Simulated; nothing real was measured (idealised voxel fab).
Proc. module: voxel capacitor over wiring
Cross-section cut: width 170 nm, square cells of 5 nm.
Just so we're on the same page, the cross-sections are grids of square cells, and they're listed out in bands top to bottom, each band one or more rows deep.
First you get the band's top height and its bottom height, in nm, and then the materials it's made of, left to right, with each width in nm. If you see a single material with "throughout", that one covers the band edge to edge. "blank" is empty space.
Ref level 0: as-received wafer is one material below here. Bottom band extends down with no lower bound ("z 0 and below").
The notation "30..40" denotes a width that varies across the rows of cells in the band, beginning at the first number in the top row, finishing at the second number in the bottom row, and changing by an identical amount from each row to the next.
Basically "everything unchanged" means that step didn't change any cell in the cross-section.
"Non-vented voids" - sealed voids, min. 8 cells, no opening to top; format: width x height at distance (distance from left edge; nm throughout).
On a step's line, text after the settings is the simulator commenting on that step.
For masked steps, "overlay nm" on the step line gives how far right of plan the mask actually lay; a minus sign means it lay to the left.

Planned step list for the process:
step 1: RECEIVE [material Si]
step 2: CONFORMAL_DEP [material SiO2] [thk nm 10]
step 3: DIRECTIONAL_DEP [material TiN] [thk nm 5]
step 4: DIRECTIONAL_DEP [material Ru] [thk nm 15]
step 5: PATTERN [tone cover] [mask id METAL_1] [material resist] [width nm 25] [pitch nm 85] [thk nm 15] [overlay nm 0]
step 6: DIRECTIONAL_ETCH [etch materials Ru] [depth nm 15]
step 7: DIRECTIONAL_ETCH [etch materials TiN] [depth nm 5]
step 8: STRIP [etch materials resist]
step 9: FILL_DEP [material lowk] [thk nm 10]
step 10: CMP [height nm 30]
step 11: CONFORMAL_DEP [material SiCN] [thk nm 5]
step 12: DIRECTIONAL_DEP [material lowk] [thk nm 10]
step 13: PATTERN [tone open] [mask id PLUG_1] [material resist] [width nm 15] [thk nm 15] [overlay nm 0]
step 14: DIRECTIONAL_ETCH [etch materials lowk] [depth nm 10]
step 15: DIRECTIONAL_ETCH [etch materials SiCN] [depth nm 5]
step 16: STRIP [etch materials resist]
step 17: EPI [material Ru] [thk nm 10]
step 18: EPI [material Ru] [thk nm 5]
step 19: DIRECTIONAL_DEP [material TiN] [thk nm 10]
step 20: DIRECTIONAL_DEP [material Al2O3] [thk nm 5]
step 21: DIRECTIONAL_DEP [material TiN] [thk nm 5]
step 22: MASKED_ETCH [tone cover] [mask id UPPER_PLATE] [width nm 65] [etch materials TiN] [depth nm 5] [overlay nm 0]
step 23: MASKED_ETCH [tone cover] [mask id UPPER_PLATE] [width nm 65] [etch materials Al2O3] [depth nm 5] [overlay nm 0]
step 24: DIRECTIONAL_DEP [material aC] [thk nm 15]
step 25: PATTERN [tone cover] [mask id LOWER_PLATE] [material resist] [width nm 75] [thk nm 35] [overlay nm 0]
step 26: DIRECTIONAL_ETCH [etch materials aC] [depth nm 15]
step 27: STRIP [etch materials resist]
step 28: DIRECTIONAL_ETCH [etch materials TiN] [depth nm 5]
step 29: STRIP [etch materials aC]
step 30: FILL_DEP [material SiO2] [thk nm 20]
step 31: CMP [height nm 80]
step 32: DIRECTIONAL_DEP [material aC] [thk nm 15]
step 33: PATTERN [tone open] [mask id PLUG_2] [material resist] [width nm 15] [thk nm 30] [overlay nm 0]
step 34: DIRECTIONAL_ETCH [etch materials aC] [depth nm 15]
step 35: STRIP [etch materials resist]
step 36: DIRECTIONAL_ETCH [etch materials SiO2] [depth nm 15]
step 37: STRIP [etch materials aC]
step 38: CONFORMAL_DEP [material TiN] [thk nm 5]
step 39: FILL_DEP [material Cu] [thk nm 5]
step 40: CMP [height nm 80]
step 41: CONFORMAL_DEP [material SiN] [thk nm 5]
It is noted that the wafers described herein are identical at the outset and are distinguished by the depth nm of step 28; the value stated in the plan corresponds to the first wafer.

Cross-sectional view of the first of several wafers in the as-received condition, corresponding to the state following step 1:
    z 0 and below | Si throughout
    Non-vented voids: none

Module finished, last step 41 done: cross-section of the first of several wafers:
    z 85 to 80 | SiN throughout
    z 80 to 70 | SiO2 50 nm  TiN 5 nm  Cu 5 nm  TiN 5 nm  SiO2 105 nm
    z 70 to 60 | SiO2 50..40 nm  TiN 15..65 nm  SiO2 105..65 nm
    z 60 to 55 | SiO2 40 nm  Al2O3 65 nm  SiO2 65 nm
    z 55 to 50 | SiO2 35 nm  TiN 75 nm  SiO2 60 nm
    z 50 to 45 | TiN throughout
    z 45 to 35 | lowk 40 nm  Ru 15 nm  lowk 115 nm
    z 35 to 30 | SiCN 40 nm  Ru 15 nm  SiCN 115 nm
    z 30 to 15 | lowk 30 nm  Ru 25 nm  lowk 60 nm  Ru 25 nm  lowk 30 nm
    z 15 to 10 | lowk 30 nm  TiN 25 nm  lowk 60 nm  TiN 25 nm  lowk 30 nm
    z 10 to 0 | SiO2 throughout
    z 0 and below | Si throughout
    Non-vented voids: none

Cross-sectional view of the final wafer of several at the module's end:
    z 85 to 80 | SiN throughout
    z 80 to 70 | SiO2 50 nm  TiN 5 nm  Cu 5 nm  TiN 5 nm  SiO2 105 nm
    z 70 to 60 | SiO2 50..40 nm  TiN 15..65 nm  SiO2 105..65 nm
    z 60 to 55 | SiO2 40 nm  Al2O3 65 nm  SiO2 65 nm
    z 55 to 45 | SiO2 35 nm  TiN 75 nm  SiO2 60 nm
    z 45 to 35 | lowk 40 nm  Ru 15 nm  lowk 115 nm
    z 35 to 30 | SiCN 40 nm  Ru 15 nm  SiCN 115 nm
    z 30 to 15 | lowk 30 nm  Ru 25 nm  lowk 60 nm  Ru 25 nm  lowk 30 nm
    z 15 to 10 | lowk 30 nm  TiN 25 nm  lowk 60 nm  TiN 25 nm  lowk 30 nm
    z 10 to 0 | SiO2 throughout
    z 0 and below | Si throughout
    Non-vented voids: none

Below: a row per wafer. Contents at end of module: for every material, cells gained since receipt (+) or lost since receipt (-); then closed voids:
depth nm 5, +13 Al2O3, +2 Cu, +39 Ru, +31 SiCN, +34 SiN, +222 SiO2, +79 TiN, +158 lowk, Non-vented voids: none
depth nm 10, +13 Al2O3, +2 Cu, +39 Ru, +31 SiCN, +34 SiN, +241 SiO2, +60 TiN, +158 lowk, Non-vented voids: none
depth nm 15, +13 Al2O3, +2 Cu, +39 Ru, +31 SiCN, +34 SiN, +241 SiO2, +60 TiN, +158 lowk, Non-vented voids: none
depth nm 20, +13 Al2O3, +2 Cu, +39 Ru, +31 SiCN, +34 SiN, +241 SiO2, +60 TiN, +158 lowk, Non-vented voids: none
depth nm 25, +13 Al2O3, +2 Cu, +39 Ru, +31 SiCN, +34 SiN, +241 SiO2, +60 TiN, +158 lowk, Non-vented voids: none
